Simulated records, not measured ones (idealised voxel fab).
voxel capacitor over wiring: a process module
Xsec cut, 140 nm wide, square cell size 5 nm.
If you're reading a cross-section in this doc, picture square cells in a grid; it comes to you as bands, top ones listed first down to the bottom, and a band can be one or more rows of cells.
This entry defines a band. It first specifies the height of the band's top and the height of its bottom in nm, and then specifies the band's materials from left to right, stating each material with its width in nm. The word "edge to edge" identifies a single material that fills the band from edge to edge, while the word "blank" identifies empty space.
Basically, 0 is our baseline, since under it the wafer straight out of the box is all one material. The bottom band has no lower end and keeps on going down, so it looks like "from 0 down".
A width given as "30 to 40" starts at the first number in the band's top row and ends at the second number in its bottom row, shifting by an equal amount at every step from row to row.
When a step is marked "no modifications", none of the cells in the cross-section changed during that step.
For the entry "Closed void catalog", the listed items are empty spaces with no open way to the top whose size is 8 cells or more; each item follows the pattern width x height at distance, where distance is from the left edge and all three are in nm.
It should be noted that, on the line of a given step, the content following the step's settings is a remark produced by the simulator itself with respect to that step.
What "overlay nm" on a step's line means: if the step has a mask, that mask lay this far to the right of its planned place, or, when the value is negative, to the left.
Read each pair as before and after one process step. The after cross-section shows only down to the lowest band that changed. The step between them and its settings are given below the pair. Pairs can come from different runs of this module on the same starting wafer. A pair continues from the pair above only where its "Status before step" entry says so.
### Status before step
  from 50 to 35 | 25 of lowk, then 15 of blank, then 100 of lowk
  from 35 to 30 | 25 of SiCN, then 15 of blank, then 100 of SiCN
  from 30 to 15 | 10 of SiO2, then 5 of SiCN, then 30 of Ru, then 5 of SiCN, then 40 of SiO2, then 5 of SiCN, then 30 of Ru, then 5 of SiCN, then 10 of SiO2
  from 15 to 10 | 15 of SiCN, then 30 of TiN, then 50 of SiCN, then 30 of TiN, then 15 of SiCN
  from 10 to 0 | SiO2 edge to edge
  from 0 down | Si edge to edge
  Closed void catalog: none
### State After Step
  from 50 to 40 | 25 of lowk, then 15 of blank, then 100 of lowk
  from 40 to 35 | 25 of lowk, then 15 of Ru, then 100 of lowk
  from 35 to 30 | 25 of SiCN, then 15 of Ru, then 100 of SiCN
  At heights below 30, the structure remains unaltered.
  Closed void catalog: none
Which step turns the before cross-section above into the after cross-section? EPI, material Ru, thk nm 10
Status before step: check the pair just above; its after cross-section is our before state.
### State After Step
  from 50 to 35 | 25 of lowk, then 15 of Ru, then 100 of lowk
  At heights below 35, the structure remains unaltered.
  Closed void catalog: none
Which step turns the before cross-section above into the after cross-section? EPI, material Ru, thk nm 10
Status before step: check the pair just above; its after cross-section is our before state.
### State After Step
  from 60 to 50 | TiN edge to edge
  At heights below 50, the structure remains unaltered.
  Closed void catalog: none
Which step turns the before cross-section above into the after cross-section? DIRECTIONAL_DEP, material TiN, thk nm 10
Status before step: check the pair just above; its after cross-section is our before state.
### State After Step
  from 65 to 60 | SiN edge to edge
  At heights below 60, the structure remains unaltered.
  Closed void catalog: none
Which step turns the before cross-section above into the after cross-section? DIRECTIONAL_DEP, material SiN, thk nm 5
Status before step: check the pair just above; its after cross-section is our before state.
### State After Step
  from 70 to 65 | TiN edge to edge
  At heights below 65, the structure remains unaltered.
  Closed void catalog: none
Which step turns the before cross-section above into the after cross-section? DIRECTIONAL_DEP, material TiN, thk nm 5
Status before step: check the pair just above; its after cross-section is our before state.
### State After Step
  from 85 to 70 | 25 of blank, then 65 of resist, then 50 of blank
  At heights below 70, the structure remains unaltered.
  Closed void catalog: none
Which step turns the before cross-section above into the after cross-section? PATTERN, tone cover, mask id UPPER_PLATE, material resist, width nm 65, thk nm 15, overlay nm 0
Status before step: check the pair just above; its after cross-section is our before state.
### State After Step
  from 85 to 70 | 25 of blank, then 65 of resist, then 50 of blank
  from 70 to 65 | 25 of blank, then 65 of TiN, then 50 of blank
  At heights below 65, the structure remains unaltered.
  Closed void catalog: none
Which step turns the before cross-section above into the after cross-section? DIRECTIONAL_ETCH, etch materials TiN, depth nm 5
Status before step: check the pair just above; its after cross-section is our before state.
### State After Step
  from 85 to 70 | 25 of blank, then 65 of resist, then 50 of blank
  from 70 to 65 | 25 of blank, then 65 of TiN, then 50 of blank
  from 65 to 60 | 25 of blank, then 65 of SiN, then 50 of blank
  At heights below 60, the structure remains unaltered.
  Closed void catalog: none
Which step turns the before cross-section above into the after cross-section? DIRECTIONAL_ETCH, etch materials SiN, depth nm 5
Status before step: check the pair just above; its after cross-section is our before state.
### State After Step
  from 70 to 65 | 25 of blank, then 65 of TiN, then 50 of blank
  At heights below 65, the structure remains unaltered.
  Closed void catalog: none
Which step turns the before cross-section above into the after cross-section? STRIP, etch materials resist
Status before step: check the pair just above; its after cross-section is our before state.
### State After Step
  from 85 to 75 | 25 of blank, then 65 of aC, then 50 of blank
  from 75 to 70 | aC edge to edge
  from 70 to 65 | 25 of aC, then 65 of TiN, then 50 of aC
  from 65 to 60 | 25 of aC, then 65 of SiN, then 50 of aC
  At heights below 60, the structure remains unaltered.
  Closed void catalog: none
Which step turns the before cross-section above into the after cross-section? DIRECTIONAL_DEP, material aC, thk nm 15
Status before step: check the pair just above; its after cross-section is our before state.
### State After Step
  from 115 to 85 | 20 of blank, then 75 of resist, then 45 of blank
  from 85 to 75 | 20 of blank, then 5 of resist, then 65 of aC, then 5 of resist, then 45 of blank
  At heights below 75, the structure remains unaltered.
  Closed void catalog: none
Which step turns the before cross-section above into the after cross-section? PATTERN, tone cover, mask id LOWER_PLATE, material resist, width nm 75, thk nm 30, overlay nm 0
Status before step: check the pair just above; its after cross-section is our before state.
### State After Step
  from 100 to 85 | 20 of blank, then 75 of resist, then 45 of blank
  from 85 to 75 | 20 of blank, then 5 of resist, then 65 of aC, then 5 of resist, then 45 of blank
  from 75 to 70 | 20 of blank, then 75 of aC, then 45 of blank
  from 70 to 65 | 20 of blank, then 5 of aC, then 65 of TiN, then 5 of aC, then 45 of blank
  from 65 to 60 | 20 of blank, then 5 of aC, then 65 of SiN, then 5 of aC, then 45 of blank
  At heights below 60, the structure remains unaltered.
  Closed void catalog: none
Which step turns the before cross-section above into the after cross-section? DIRECTIONAL_ETCH, etch materials aC, depth nm 15
Status before step: check the pair just above; its after cross-section is our before state.
### State After Step
  from 85 to 75 | 25 of blank, then 65 of aC, then 50 of blank
  At heights below 75, the structure remains unaltered.
  Closed void catalog: none
Which step turns the before cross-section above into the after cross-section? STRIP, etch materials resist
Status before step: check the pair just above; its after cross-section is our before state.
### State After Step
  from 85 to 75 | 25 of blank, then 65 of aC, then 50 of blank
  from 75 to 70 | 20 of blank, then 75 of aC, then 45 of blank
  from 70 to 65 | 20 of blank, then 5 of aC, then 65 of TiN, then 5 of aC, then 45 of blank
  from 65 to 60 | 20 of blank, then 5 of aC, then 65 of SiN, then 5 of aC, then 45 of blank
  from 60 to 50 | 20 of blank, then 75 of TiN, then 45 of blank
  At heights below 50, the structure remains unaltered.
  Closed void catalog: none
Which step turns the before cross-section above into the after cross-section? DIRECTIONAL_ETCH, etch materials TiN, depth nm 10
Status before step: check the pair just above; its after cross-section is our before state.
### State After Step
  from 70 to 65 | 25 of blank, then 65 of TiN, then 50 of blank
  from 65 to 60 | 25 of blank, then 65 of SiN, then 50 of blank
  At heights below 60, the structure remains unaltered.
  Closed void catalog: none
Which step turns the before cross-section above into the after cross-section? STRIP, etch materials aC
Status before step: check the pair just above; its after cross-section is our before state.
### State After Step
  from 85 to 70 | SiO2 edge to edge
  from 70 to 65 | 25 of SiO2, then 65 of TiN, then 50 of SiO2
  from 65 to 60 | 25 of SiO2, then 65 of SiN, then 50 of SiO2
  from 60 to 50 | 20 of SiO2, then 75 of TiN, then 45 of SiO2
  At heights below 50, the structure remains unaltered.
  Closed void catalog: none
Which step turns the before cross-section above into the after cross-section? FILL_DEP, material SiO2, thk nm 15
Status before step: check the pair just above; its after cross-section is our before state.
### State After Step
  from 80 to 70 | SiO2 edge to edge
  At heights below 70, the structure remains unaltered.
  Closed void catalog: none
Which step turns the before cross-section above into the after cross-section? CMP, height nm 80
Status before step: check the pair just above; its after cross-section is our before state.
### State After Step
  from 95 to 80 | 35 of resist, then 15 of blank, then 90 of resist
  At heights below 80, the structure remains unaltered.
  Closed void catalog: none
Which step turns the before cross-section above into the after cross-section? PATTERN, tone open, mask id PLUG_2, material resist, width nm 15, thk nm 15, overlay nm 0
Status before step: check the pair just above; its after cross-section is our before state.
### State After Step
  from 95 to 80 | 35 of resist, then 15 of blank, then 90 of resist
  from 80 to 70 | 35 of SiO2, then 15 of blank, then 90 of SiO2
  At heights below 70, the structure remains unaltered.
  Closed void catalog: none
Which step turns the before cross-section above into the after cross-section? DIRECTIONAL_ETCH, etch materials SiO2, depth nm 10
Status before step: check the pair just above; its after cross-section is our before state.
### State After Step
  from 80 to 70 | 35 of SiO2, then 15 of blank, then 90 of SiO2
  At heights below 70, the structure remains unaltered.
  Closed void catalog: none
Which step turns the before cross-section above into the after cross-section? STRIP, etch materials resist
Status before step: check the pair just above; its after cross-section is our before state.
### State After Step
  from 85 to 80 | 40 of TiN, then 5 of blank, then 95 of TiN
  from 80 to 75 | 35 of SiO2, then 5 of TiN, then 5 of blank, then 5 of TiN, then 90 of SiO2
  from 75 to 65 | 35 to 25 of SiO2, then 15 to 65 of TiN, then 90 to 50 of SiO2
  At heights below 65, the structure remains unaltered.
  Closed void catalog: none
Which step turns the before cross-section above into the after cross-section? CONFORMAL_DEP, material TiN, thk nm 5
Status before step: check the pair just above; its after cross-section is our before state.
### State After Step
  from 90 to 85 | W edge to edge
  from 85 to 80 | 40 of TiN, then 5 of W, then 95 of TiN
  from 80 to 75 | 35 of SiO2, then 5 of TiN, then 5 of W, then 5 of TiN, then 90 of SiO2
  At heights below 75, the structure remains unaltered.
  Closed void catalog: none
Which step turns the before cross-section above into the after cross-section? FILL_DEP, material W, thk nm 5
Status before step: check the pair just above; its after cross-section is our before state.
### State After Step
  from 80 to 75 | 35 of SiO2, then 5 of TiN, then 5 of W, then 5 of TiN, then 90 of SiO2
  At heights below 75, the structure remains unaltered.
  Closed void catalog: none
Which step turns the before cross-section above into the after cross-section? CMP, height nm 80
Status before step: check the pair just above; its after cross-section is our before state.
### State After Step
  from 85 to 80 | SiN edge to edge
  At heights below 80, the structure remains unaltered.
  Closed void catalog: none
Which step turns the before cross-section above into the after cross-section? CONFORMAL_DEP, material SiN, thk nm 5
### Status before step
  from 50 to 35 | 25 of lowk, then 15 of blank, then 100 of lowk
  from 35 to 30 | SiCN edge to edge
  from 30 to 15 | 15 of SiO2, then 5 of SiCN, then 20 of Ru, then 5 of SiCN, then 50 of SiO2, then 5 of SiCN, then 20 of Ru, then 5 of SiCN, then 15 of SiO2
  from 15 to 10 | 20 of SiCN, then 20 of TiN, then 60 of SiCN, then 20 of TiN, then 20 of SiCN
  from 10 to 0 | SiO2 edge to edge
  from 0 down | Si edge to edge
  Closed void catalog: none
### State After Step
  from 50 to 35 | 25 of lowk, then 15 of blank, then 100 of lowk
  from 35 to 30 | 25 of SiCN, then 5 of blank, then 110 of SiCN
  At heights below 30, the structure remains unaltered.
  Closed void catalog: none
Which step turns the before cross-section above into the after cross-section? MASKED_ETCH, tone open, mask id PLUG_1, width nm 15, etch materials SiCN, depth nm 5, overlay nm -10
Status before step: check the pair just above; its after cross-section is our before state.
### State After Step
  from 50 to 40 | 25 of lowk, then 15 of blank, then 100 of lowk
  from 40 to 35 | 25 of lowk, then 10 of Ru, then 5 of blank, then 100 of lowk
  from 35 to 30 | 25 of SiCN, then 5 of Ru, then 110 of SiCN
  At heights below 30, the structure remains unaltered.
  Closed void catalog: none
Which step turns the before cross-section above into the after cross-section? EPI, material Ru, thk nm 10
Status before step: check the pair just above; its after cross-section is our before state.
### State After Step
  from 50 to 35 | 25 of lowk, then 15 of Ru, then 100 of lowk
  At heights below 35, the structure remains unaltered.
  Closed void catalog: none
Which step turns the before cross-section above into the after cross-section? EPI, material Ru, thk nm 10
Status before step: check the pair just above; its after cross-section is our before state.
### State After Step
  from 60 to 50 | TiN edge to edge
  At heights below 50, the structure remains unaltered.
  Closed void catalog: none
Which step turns the before cross-section above into the after cross-section? DIRECTIONAL_DEP, material TiN, thk nm 10
Status before step: check the pair just above; its after cross-section is our before state.
### State After Step
  from 65 to 60 | SiN edge to edge
  At heights below 60, the structure remains unaltered.
  Closed void catalog: none
Which step turns the before cross-section above into the after cross-section? DIRECTIONAL_DEP, material SiN, thk nm 5
Status before step: check the pair just above; its after cross-section is our before state.
### State After Step
  from 70 to 65 | TiN edge to edge
  At heights below 65, the structure remains unaltered.
  Closed void catalog: none
Which step turns the before cross-section above into the after cross-section? DIRECTIONAL_DEP, material TiN, thk nm 5
Status before step: check the pair just above; its after cross-section is our before state.
### State After Step
  from 85 to 70 | 25 of blank, then 65 of resist, then 50 of blank
  At heights below 70, the structure remains unaltered.
  Closed void catalog: none
Which step turns the before cross-section above into the after cross-section? PATTERN, tone cover, mask id UPPER_PLATE, material resist, width nm 65, thk nm 15, overlay nm 0
Status before step: check the pair just above; its after cross-section is our before state.
### State After Step
  from 85 to 70 | 25 of blank, then 65 of resist, then 50 of blank
  from 70 to 65 | 25 of blank, then 65 of TiN, then 50 of blank
  At heights below 65, the structure remains unaltered.
  Closed void catalog: none
Which step turns the before cross-section above into the after cross-section? DIRECTIONAL_ETCH, etch materials TiN, depth nm 5
Status before step: check the pair just above; its after cross-section is our before state.
### State After Step
  from 85 to 70 | 25 of blank, then 65 of resist, then 50 of blank
  from 70 to 65 | 25 of blank, then 65 of TiN, then 50 of blank
  from 65 to 60 | 25 of blank, then 65 of SiN, then 50 of blank
  At heights below 60, the structure remains unaltered.
  Closed void catalog: none
Which step turns the before cross-section above into the after cross-section? DIRECTIONAL_ETCH, etch materials SiN, depth nm 5
Status before step: check the pair just above; its after cross-section is our before state.
### State After Step
  from 70 to 65 | 25 of blank, then 65 of TiN, then 50 of blank
  At heights below 65, the structure remains unaltered.
  Closed void catalog: none
Which step turns the before cross-section above into the after cross-section? STRIP, etch materials resist
Status before step: check the pair just above; its after cross-section is our before state.
### State After Step
  from 85 to 75 | 25 of blank, then 65 of aC, then 50 of blank
  from 75 to 70 | aC edge to edge
  from 70 to 65 | 25 of aC, then 65 of TiN, then 50 of aC
  from 65 to 60 | 25 of aC, then 65 of SiN, then 50 of aC
  At heights below 60, the structure remains unaltered.
  Closed void catalog: none
Which step turns the before cross-section above into the after cross-section? DIRECTIONAL_DEP, material aC, thk nm 15
Status before step: check the pair just above; its after cross-section is our before state.
### State After Step
  from 115 to 85 | 20 of blank, then 75 of resist, then 45 of blank
  from 85 to 75 | 20 of blank, then 5 of resist, then 65 of aC, then 5 of resist, then 45 of blank
  At heights below 75, the structure remains unaltered.
  Closed void catalog: none
Which step turns the before cross-section above into the after cross-section? PATTERN, tone cover, mask id LOWER_PLATE, material resist, width nm 75, thk nm 30, overlay nm 0
Status before step: check the pair just above; its after cross-section is our before state.
### State After Step
  from 100 to 85 | 20 of blank, then 75 of resist, then 45 of blank
  from 85 to 75 | 20 of blank, then 5 of resist, then 65 of aC, then 5 of resist, then 45 of blank
  from 75 to 70 | 20 of blank, then 75 of aC, then 45 of blank
  from 70 to 65 | 20 of blank, then 5 of aC, then 65 of TiN, then 5 of aC, then 45 of blank
  from 65 to 60 | 20 of blank, then 5 of aC, then 65 of SiN, then 5 of aC, then 45 of blank
  At heights below 60, the structure remains unaltered.
  Closed void catalog: none
Which step turns the before cross-section above into the after cross-section? DIRECTIONAL_ETCH, etch materials aC, depth nm 15
Status before step: check the pair just above; its after cross-section is our before state.
### State After Step
  from 85 to 75 | 25 of blank, then 65 of aC, then 50 of blank
  At heights below 75, the structure remains unaltered.
  Closed void catalog: none
Which step turns the before cross-section above into the after cross-section? STRIP, etch materials resist
Status before step: check the pair just above; its after cross-section is our before state.
### State After Step
  from 85 to 75 | 25 of blank, then 65 of aC, then 50 of blank
  from 75 to 70 | 20 of blank, then 75 of aC, then 45 of blank
  from 70 to 65 | 20 of blank, then 5 of aC, then 65 of TiN, then 5 of aC, then 45 of blank
  from 65 to 60 | 20 of blank, then 5 of aC, then 65 of SiN, then 5 of aC, then 45 of blank
  from 60 to 50 | 20 of blank, then 75 of TiN, then 45 of blank
  At heights below 50, the structure remains unaltered.
  Closed void catalog: none
Which step turns the before cross-section above into the after cross-section? DIRECTIONAL_ETCH, etch materials TiN, depth nm 10
Status before step: check the pair just above; its after cross-section is our before state.
### State After Step
  from 70 to 65 | 25 of blank, then 65 of TiN, then 50 of blank
  from 65 to 60 | 25 of blank, then 65 of SiN, then 50 of blank
  At heights below 60, the structure remains unaltered.
  Closed void catalog: none
Which step turns the before cross-section above into the after cross-section? STRIP, etch materials aC
Status before step: check the pair just above; its after cross-section is our before state.
### State After Step
  from 85 to 70 | SiO2 edge to edge
  from 70 to 65 | 25 of SiO2, then 65 of TiN, then 50 of SiO2
  from 65 to 60 | 25 of SiO2, then 65 of SiN, then 50 of SiO2
  from 60 to 50 | 20 of SiO2, then 75 of TiN, then 45 of SiO2
  At heights below 50, the structure remains unaltered.
  Closed void catalog: none
Which step turns the before cross-section above into the after cross-section? FILL_DEP, material SiO2, thk nm 15
Status before step: check the pair just above; its after cross-section is our before state.
### State After Step
  from 80 to 70 | SiO2 edge to edge
  At heights below 70, the structure remains unaltered.
  Closed void catalog: none
Which step turns the before cross-section above into the after cross-section? CMP, height nm 80
Status before step: check the pair just above; its after cross-section is our before state.
### State After Step
  from 95 to 80 | 35 of resist, then 15 of blank, then 90 of resist
  At heights below 80, the structure remains unaltered.
  Closed void catalog: none
Which step turns the before cross-section above into the after cross-section? PATTERN, tone open, mask id PLUG_2, material resist, width nm 15, thk nm 15, overlay nm 0
Status before step: check the pair just above; its after cross-section is our before state.
### State After Step
  from 95 to 80 | 35 of resist, then 15 of blank, then 90 of resist
  from 80 to 70 | 35 of SiO2, then 15 of blank, then 90 of SiO2
  At heights below 70, the structure remains unaltered.
  Closed void catalog: none
Which step turns the before cross-section above into the after cross-section? DIRECTIONAL_ETCH, etch materials SiO2, depth nm 10
Status before step: check the pair just above; its after cross-section is our before state.
### State After Step
  from 80 to 70 | 35 of SiO2, then 15 of blank, then 90 of SiO2
  At heights below 70, the structure remains unaltered.
  Closed void catalog: none
Which step turns the before cross-section above into the after cross-section? STRIP, etch materials resist
Status before step: check the pair just above; its after cross-section is our before state.
### State After Step
  from 85 to 80 | 40 of TiN, then 5 of blank, then 95 of TiN
  from 80 to 75 | 35 of SiO2, then 5 of TiN, then 5 of blank, then 5 of TiN, then 90 of SiO2
  from 75 to 65 | 35 to 25 of SiO2, then 15 to 65 of TiN, then 90 to 50 of SiO2
  At heights below 65, the structure remains unaltered.
  Closed void catalog: none
Which step turns the before cross-section above into the after cross-section? CONFORMAL_DEP, material TiN, thk nm 5
Status before step: check the pair just above; its after cross-section is our before state.
### State After Step
  from 90 to 85 | W edge to edge
  from 85 to 80 | 40 of TiN, then 5 of W, then 95 of TiN
  from 80 to 75 | 35 of SiO2, then 5 of TiN, then 5 of W, then 5 of TiN, then 90 of SiO2
  At heights below 75, the structure remains unaltered.
  Closed void catalog: none
Which step turns the before cross-section above into the after cross-section? FILL_DEP, material W, thk nm 5
Status before step: check the pair just above; its after cross-section is our before state.
### State After Step
  from 80 to 75 | 35 of SiO2, then 5 of TiN, then 5 of W, then 5 of TiN, then 90 of SiO2
  At heights below 75, the structure remains unaltered.
  Closed void catalog: none
Which step turns the before cross-section above into the after cross-section? CMP, height nm 80
Status before step: check the pair just above; its after cross-section is our before state.
### State After Step
  from 85 to 80 | SiN edge to edge
  At heights below 80, the structure remains unaltered.
  Closed void catalog: none
Which step turns the before cross-section above into the after cross-section? CONFORMAL_DEP, material SiN, thk nm 5
### Status before step
  from 10 to 0 | SiO2 edge to edge
  from 0 down | Si edge to edge
  Closed void catalog: none
### State After Step
  from 15 to 10 | W edge to edge
  At heights below 10, the structure remains unaltered.
  Closed void catalog: none
Which step turns the before cross-section above into the after cross-section? DIRECTIONAL_DEP, material W, thk nm 5
Status before step: check the pair just above; its after cross-section is our before state.
### State After Step
  from 30 to 15 | Ru edge to edge
  At heights below 15, the structure remains unaltered.
  Closed void catalog: none
Which step turns the before cross-section above into the after cross-section? DIRECTIONAL_DEP, material Ru, thk nm 15
Status before step: check the pair just above; its after cross-section is our before state.
### State After Step
  from 30 to 15 | 20 of blank, then 20 of Ru, then 60 of blank, then 20 of Ru, then 20 of blank
  At heights below 15, the structure remains unaltered.
  Closed void catalog: none
Which step turns the before cross-section above into the after cross-section? MASKED_ETCH, tone cover, mask id METAL_1, width nm 20, pitch nm 80, etch materials Ru, depth nm 15, overlay nm 0
Status before step: check the pair just above; its after cross-section is our before state.
### State After Step
  from 35 to 30 | 15 of blank, then 30 of SiCN, then 50 of blank, then 30 of SiCN, then 15 of blank
  from 30 to 20 | 15 of blank, then 5 of SiCN, then 20 of Ru, then 5 of SiCN, then 50 of blank, then 5 of SiCN, then 20 of Ru, then 5 of SiCN, then 15 of blank
  from 20 to 15 | 20 of SiCN, then 20 of Ru, then 60 of SiCN, then 20 of Ru, then 20 of SiCN
  At heights below 15, the structure remains unaltered.
  Closed void catalog: none
Which step turns the before cross-section above into the after cross-section? CONFORMAL_DEP, material SiCN, thk nm 5
Status before step: check the pair just above; its after cross-section is our before state.
### State After Step
  from 45 to 35 | SiO2 edge to edge
  from 35 to 30 | 15 of SiO2, then 30 of SiCN, then 50 of SiO2, then 30 of SiCN, then 15 of SiO2
  from 30 to 20 | 15 of SiO2, then 5 of SiCN, then 20 of Ru, then 5 of SiCN, then 50 of SiO2, then 5 of SiCN, then 20 of Ru, then 5 of SiCN, then 15 of SiO2
  At heights below 20, the structure remains unaltered.
  Closed void catalog: none
Which step turns the before cross-section above into the after cross-section? FILL_DEP, material SiO2, thk nm 10
Status before step: check the pair just above; its after cross-section is our before state.
### State After Step
  from 30 to 20 | 15 of SiO2, then 5 of SiCN, then 20 of Ru, then 5 of SiCN, then 50 of SiO2, then 5 of SiCN, then 20 of Ru, then 5 of SiCN, then 15 of SiO2
  At heights below 20, the structure remains unaltered.
  Closed void catalog: none
Which step turns the before cross-section above into the after cross-section? CMP, height nm 30
Status before step: check the pair just above; its after cross-section is our before state.
### State After Step
  from 35 to 30 | SiCN edge to edge
  At heights below 30, the structure remains unaltered.
  Closed void catalog: none
Which step turns the before cross-section above into the after cross-section? CONFORMAL_DEP, material SiCN, thk nm 5
Status before step: check the pair just above; its after cross-section is our before state.
### State After Step
  from 50 to 35 | lowk edge to edge
  At heights below 35, the structure remains unaltered.
  Closed void catalog: none
Which step turns the before cross-section above into the after cross-section? DIRECTIONAL_DEP, material lowk, thk nm 15
Status before step: check the pair just above; its after cross-section is our before state.
### State After Step
  from 50 to 35 | 25 of lowk, then 15 of blank, then 100 of lowk
  At heights below 35, the structure remains unaltered.
  Closed void catalog: none
Which step turns the before cross-section above into the after cross-section? MASKED_ETCH, tone open, mask id PLUG_1, width nm 15, etch materials lowk, depth nm 15, overlay nm 0
Status before step: check the pair just above; its after cross-section is our before state.
### State After Step
  from 50 to 35 | 25 of lowk, then 15 of blank, then 100 of lowk
  from 35 to 30 | 25 of SiCN, then 15 of blank, then 100 of SiCN
  At heights below 30, the structure remains unaltered.
  Closed void catalog: none
Which step turns the before cross-section above into the after cross-section? MASKED_ETCH, tone open, mask id PLUG_1, width nm 15, etch materials SiCN, depth nm 5, overlay nm 0
Status before step: check the pair just above; its after cross-section is our before state.
### State After Step
  from 50 to 40 | 25 of lowk, then 15 of blank, then 100 of lowk
  from 40 to 35 | 25 of lowk, then 15 of Ru, then 100 of lowk
  from 35 to 30 | 25 of SiCN, then 15 of Ru, then 100 of SiCN
  At heights below 30, the structure remains unaltered.
  Closed void catalog: none
Which step turns the before cross-section above into the after cross-section? EPI, material Ru, thk nm 10
Status before step: check the pair just above; its after cross-section is our before state.
### State After Step
  from 50 to 35 | 25 of lowk, then 15 of Ru, then 100 of lowk
  At heights below 35, the structure remains unaltered.
  Closed void catalog: none
Which step turns the before cross-section above into the after cross-section? EPI, material Ru, thk nm 10
Status before step: check the pair just above; its after cross-section is our before state.
### State After Step
  from 60 to 50 | TiN edge to edge
  At heights below 50, the structure remains unaltered.
  Closed void catalog: none
Which step turns the before cross-section above into the after cross-section? DIRECTIONAL_DEP, material TiN, thk nm 10
Status before step: check the pair just above; its after cross-section is our before state.
### State After Step
  from 65 to 60 | SiN edge to edge
  At heights below 60, the structure remains unaltered.
  Closed void catalog: none
Which step turns the before cross-section above into the after cross-section? DIRECTIONAL_DEP, material SiN, thk nm 5
Status before step: check the pair just above; its after cross-section is our before state.
### State After Step
  from 70 to 65 | TiN edge to edge
  At heights below 65, the structure remains unaltered.
  Closed void catalog: none
Which step turns the before cross-section above into the after cross-section? DIRECTIONAL_DEP, material TiN, thk nm 5
Status before step: check the pair just above; its after cross-section is our before state.
### State After Step
  from 85 to 70 | 25 of blank, then 65 of resist, then 50 of blank
  At heights below 70, the structure remains unaltered.
  Closed void catalog: none
Which step turns the before cross-section above into the after cross-section? PATTERN, tone cover, mask id UPPER_PLATE, material resist, width nm 65, thk nm 15, overlay nm 0
Status before step: check the pair just above; its after cross-section is our before state.
### State After Step
  from 85 to 70 | 25 of blank, then 65 of resist, then 50 of blank
  from 70 to 65 | 25 of blank, then 65 of TiN, then 50 of blank
  At heights below 65, the structure remains unaltered.
  Closed void catalog: none
Which step turns the before cross-section above into the after cross-section? DIRECTIONAL_ETCH, etch materials TiN, depth nm 5
Status before step: check the pair just above; its after cross-section is our before state.
### State After Step
  from 85 to 70 | 25 of blank, then 65 of resist, then 50 of blank
  from 70 to 65 | 25 of blank, then 65 of TiN, then 50 of blank
  from 65 to 60 | 25 of blank, then 65 of SiN, then 50 of blank
  At heights below 60, the structure remains unaltered.
  Closed void catalog: none
Which step turns the before cross-section above into the after cross-section? DIRECTIONAL_ETCH, etch materials SiN, depth nm 5
Status before step: check the pair just above; its after cross-section is our before state.
### State After Step
  from 70 to 65 | 25 of blank, then 65 of TiN, then 50 of blank
  At heights below 65, the structure remains unaltered.
  Closed void catalog: none
Which step turns the before cross-section above into the after cross-section? STRIP, etch materials resist
Status before step: check the pair just above; its after cross-section is our before state.
### State After Step
  from 85 to 75 | 25 of blank, then 65 of aC, then 50 of blank
  from 75 to 70 | aC edge to edge
  from 70 to 65 | 25 of aC, then 65 of TiN, then 50 of aC
  from 65 to 60 | 25 of aC, then 65 of SiN, then 50 of aC
  At heights below 60, the structure remains unaltered.
  Closed void catalog: none
Which step turns the before cross-section above into the after cross-section? DIRECTIONAL_DEP, material aC, thk nm 15
Status before step: check the pair just above; its after cross-section is our before state.
### State After Step
  from 115 to 85 | 20 of blank, then 75 of resist, then 45 of blank
  from 85 to 75 | 20 of blank, then 5 of resist, then 65 of aC, then 5 of resist, then 45 of blank
  At heights below 75, the structure remains unaltered.
  Closed void catalog: none
Which step turns the before cross-section above into the after cross-section? PATTERN, tone cover, mask id LOWER_PLATE, material resist, width nm 75, thk nm 30, overlay nm 0
Status before step: check the pair just above; its after cross-section is our before state.
### State After Step
  from 100 to 85 | 20 of blank, then 75 of resist, then 45 of blank
  from 85 to 75 | 20 of blank, then 5 of resist, then 65 of aC, then 5 of resist, then 45 of blank
  from 75 to 70 | 20 of blank, then 75 of aC, then 45 of blank
  from 70 to 65 | 20 of blank, then 5 of aC, then 65 of TiN, then 5 of aC, then 45 of blank
  from 65 to 60 | 20 of blank, then 5 of aC, then 65 of SiN, then 5 of aC, then 45 of blank
  At heights below 60, the structure remains unaltered.
  Closed void catalog: none
Which step turns the before cross-section above into the after cross-section? DIRECTIONAL_ETCH, etch materials aC, depth nm 15
Status before step: check the pair just above; its after cross-section is our before state.
### State After Step
  from 85 to 75 | 25 of blank, then 65 of aC, then 50 of blank
  At heights below 75, the structure remains unaltered.
  Closed void catalog: none
Which step turns the before cross-section above into the after cross-section? STRIP, etch materials resist
Status before step: check the pair just above; its after cross-section is our before state.
### State After Step
  from 85 to 75 | 25 of blank, then 65 of aC, then 50 of blank
  from 75 to 70 | 20 of blank, then 75 of aC, then 45 of blank
  from 70 to 65 | 20 of blank, then 5 of aC, then 65 of TiN, then 5 of aC, then 45 of blank
  from 65 to 60 | 20 of blank, then 5 of aC, then 65 of SiN, then 5 of aC, then 45 of blank
  from 60 to 50 | 20 of blank, then 75 of TiN, then 45 of blank
  At heights below 50, the structure remains unaltered.
  Closed void catalog: none
Which step turns the before cross-section above into the after cross-section? DIRECTIONAL_ETCH, etch materials TiN, depth nm 10
Status before step: check the pair just above; its after cross-section is our before state.
### State After Step
  from 70 to 65 | 25 of blank, then 65 of TiN, then 50 of blank
  from 65 to 60 | 25 of blank, then 65 of SiN, then 50 of blank
  At heights below 60, the structure remains unaltered.
  Closed void catalog: none
Which step turns the before cross-section above into the after cross-section? STRIP, etch materials aC
Status before step: check the pair just above; its after cross-section is our before state.
### State After Step
  from 85 to 70 | SiO2 edge to edge
  from 70 to 65 | 25 of SiO2, then 65 of TiN, then 50 of SiO2
  from 65 to 60 | 25 of SiO2, then 65 of SiN, then 50 of SiO2
  from 60 to 50 | 20 of SiO2, then 75 of TiN, then 45 of SiO2
  At heights below 50, the structure remains unaltered.
  Closed void catalog: none
Which step turns the before cross-section above into the after cross-section? FILL_DEP, material SiO2, thk nm 15
Status before step: check the pair just above; its after cross-section is our before state.
### State After Step
  from 80 to 70 | SiO2 edge to edge
  At heights below 70, the structure remains unaltered.
  Closed void catalog: none
Which step turns the before cross-section above into the after cross-section? CMP, height nm 80
Status before step: check the pair just above; its after cross-section is our before state.
### State After Step
  from 95 to 80 | 35 of resist, then 15 of blank, then 90 of resist
  At heights below 80, the structure remains unaltered.
  Closed void catalog: none
Which step turns the before cross-section above into the after cross-section? PATTERN, tone open, mask id PLUG_2, material resist, width nm 15, thk nm 15, overlay nm 0
Status before step: check the pair just above; its after cross-section is our before state.
### State After Step
  from 95 to 80 | 35 of resist, then 15 of blank, then 90 of resist
  from 80 to 70 | 35 of SiO2, then 15 of blank, then 90 of SiO2
  At heights below 70, the structure remains unaltered.
  Closed void catalog: none
Which step turns the before cross-section above into the after cross-section? DIRECTIONAL_ETCH, etch materials SiO2, depth nm 10
Status before step: check the pair just above; its after cross-section is our before state.
### State After Step
  from 80 to 70 | 35 of SiO2, then 15 of blank, then 90 of SiO2
  At heights below 70, the structure remains unaltered.
  Closed void catalog: none
Which step turns the before cross-section above into the after cross-section? STRIP, etch materials resist
